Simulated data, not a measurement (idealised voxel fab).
The document below concerns the process module designated voxel capacitor over wiring.
This is section cut - it's 225 nm across, gridded in 5 nm square cells.
We lay out every cross-section as a grid of square cells and spell it out in bands from the top down, where one band means one or more rows of cells.
In this notation a band is specified by the heights of its top and bottom, in that order and in nm, after which its materials appear from left to right, each paired with its width in nm. The word "full width" attached to a single material means that material fills the band from edge to edge; the word "empty" stands for empty space.
Heights are reckoned from 0. Under this level, the received wafer is all of one material. The bottommost band is open-ended downward, for example "0 and below".
Graded width ("30->40"): value in top row of band = first number; value in bottom row = second number; row-to-row change constant.
It should be understood that the words "nothing was modified", when stated for a given step, signify that the cross-section underwent no change in any of its cells during that step.
So "Closed empty spaces" is basically the list of trapped voids: any empty space of 8 cells or more that can't reach the top through an opening. They're written width x height at distance, the distance being from the left edge, and it's all nm.
What comes after the settings on a step's line is commentary from the simulator itself on that step.
The "overlay nm" setting may appear on a step's line; for a step that uses a mask, it gives how far to the right of its planned position the mask lay, and a negative value indicates the left.

The planned process steps are enumerated hereunder:
step 1: RECEIVE,material Si
step 2: CONFORMAL_DEP,material SiO2,thk nm 10
step 3: CONFORMAL_DEP,material SiCN,thk nm 5
step 4: DIRECTIONAL_DEP,material SiO2,thk nm 20
step 5: PATTERN,tone open,mask id METAL_1,material resist,width nm 30,pitch nm 100,thk nm 20,overlay nm 0
step 6: DIRECTIONAL_ETCH,etch materials SiO2,depth nm 20
step 7: DIRECTIONAL_ETCH,etch materials SiCN,depth nm 5
step 8: STRIP,etch materials resist
step 9: CONFORMAL_DEP,material TiN,thk nm 5
step 10: FILL_DEP,material Cu,thk nm 10
step 11: CMP,height nm 35
step 12: EPI,material Ru,thk nm 5
step 13: FILL_DEP,material SiCN,thk nm 5
step 14: DIRECTIONAL_DEP,material lowk,thk nm 20
step 15: PATTERN,tone open,mask id PLUG_1,material resist,width nm 15,thk nm 20,overlay nm 0
step 16: DIRECTIONAL_ETCH,etch materials lowk,depth nm 20
step 17: DIRECTIONAL_ETCH,etch materials SiCN,depth nm 5
step 18: STRIP,etch materials resist
step 19: CONFORMAL_DEP,material TiN,thk nm 5
step 20: FILL_DEP,material W,thk nm 10
step 21: CMP,height nm 65
step 22: DIRECTIONAL_DEP,material TiN,thk nm 10
step 23: DIRECTIONAL_DEP,material Al2O3,thk nm 5
step 24: DIRECTIONAL_DEP,material TiN,thk nm 5
step 25: MASKED_ETCH,tone cover,mask id UPPER_PLATE,width nm 75,etch materials TiN,depth nm 5,overlay nm 0
step 26: MASKED_ETCH,tone cover,mask id UPPER_PLATE,width nm 75,etch materials Al2O3,depth nm 5,overlay nm 0
step 27: PATTERN,tone cover,mask id LOWER_PLATE,material resist,width nm 85,thk nm 15,overlay nm 0
step 28: DIRECTIONAL_ETCH,etch materials TiN,depth nm 10
step 29: STRIP,etch materials resist
step 30: FILL_DEP,material SiO2,thk nm 20
step 31: CMP,height nm 100
step 32: PATTERN,tone open,mask id PLUG_2,material resist,width nm 15,thk nm 15,overlay nm 0
step 33: DIRECTIONAL_ETCH,etch materials SiO2,depth nm 15
step 34: STRIP,etch materials resist
step 35: CONFORMAL_DEP,material TiN,thk nm 5
step 36: FILL_DEP,material W,thk nm 10
step 37: CMP,height nm 100
step 38: CONFORMAL_DEP,material SiN,thk nm 5

Cross-section: wafer on arrival = after step 1:
* 0 and below = Si full width
* Closed empty spaces: none

Module complete - cross-section of the first of two wafers, run according to plan:
* 105 down to 100 = SiN full width
* 100 down to 90 = SiO2 70 nm / TiN 5 nm / W 5 nm / TiN 5 nm / SiO2 140 nm
* 90 down to 80 = SiO2 70->60 nm / TiN 15->75 nm / SiO2 140->90 nm
* 80 down to 75 = SiO2 60 nm / Al2O3 75 nm / SiO2 90 nm
* 75 down to 65 = SiO2 55 nm / TiN 85 nm / SiO2 85 nm
* 65 down to 45 = lowk 60 nm / TiN 5 nm / W 5 nm / TiN 5 nm / lowk 150 nm
* 45 down to 40 = SiCN 60 nm / TiN 15 nm / SiCN 150 nm
* 40 down to 35 = SiCN 40 nm / Ru 40 nm / SiCN 60 nm / Ru 40 nm / SiCN 45 nm
* 35 down to 15 = SiO2 45 nm / TiN 5 nm / Cu 20 nm / TiN 5 nm / SiO2 70 nm / TiN 5 nm / Cu 20 nm / TiN 5 nm / SiO2 50 nm
* 15 down to 10 = SiCN 45 nm / TiN 30 nm / SiCN 70 nm / TiN 30 nm / SiCN 50 nm
* 10 down to 0 = SiO2 full width
* 0 and below = Si full width
* Closed empty spaces: none

Wafer two cross-section, module end. Start and plan unchanged from wafer one; one mistake made during the run:
* 105 down to 100 = SiN full width
* 100 down to 90 = SiO2 70->60 nm / TiN 15->75 nm / SiO2 140->90 nm
* 90 down to 80 = SiO2 55 nm / TiN 85 nm / SiO2 85 nm
* 80 down to 75 = Al2O3 full width
* 75 down to 65 = TiN full width
* 65 down to 45 = lowk 60 nm / TiN 5 nm / W 5 nm / TiN 5 nm / lowk 150 nm
* 45 down to 40 = SiCN 60 nm / TiN 15 nm / SiCN 150 nm
* 40 down to 35 = SiCN 40 nm / Ru 40 nm / SiCN 60 nm / Ru 40 nm / SiCN 45 nm
* 35 down to 15 = SiO2 45 nm / TiN 5 nm / Cu 20 nm / TiN 5 nm / SiO2 70 nm / TiN 5 nm / Cu 20 nm / TiN 5 nm / SiO2 50 nm
* 15 down to 10 = SiCN 45 nm / TiN 30 nm / SiCN 70 nm / TiN 30 nm / SiCN 50 nm
* 10 down to 0 = SiO2 full width
* 0 and below = Si full width
* Closed empty spaces: none
Misprocessing identified: rather than as planned, step 24 actually ran as DIRECTIONAL_DEP,material TiN,thk nm 15
Per the end-of-run cell counts, the second wafer holds more or fewer of some materials than the first: 30 more of Al2O3; 114 fewer of SiO2; 86 more of TiN; 2 fewer of W
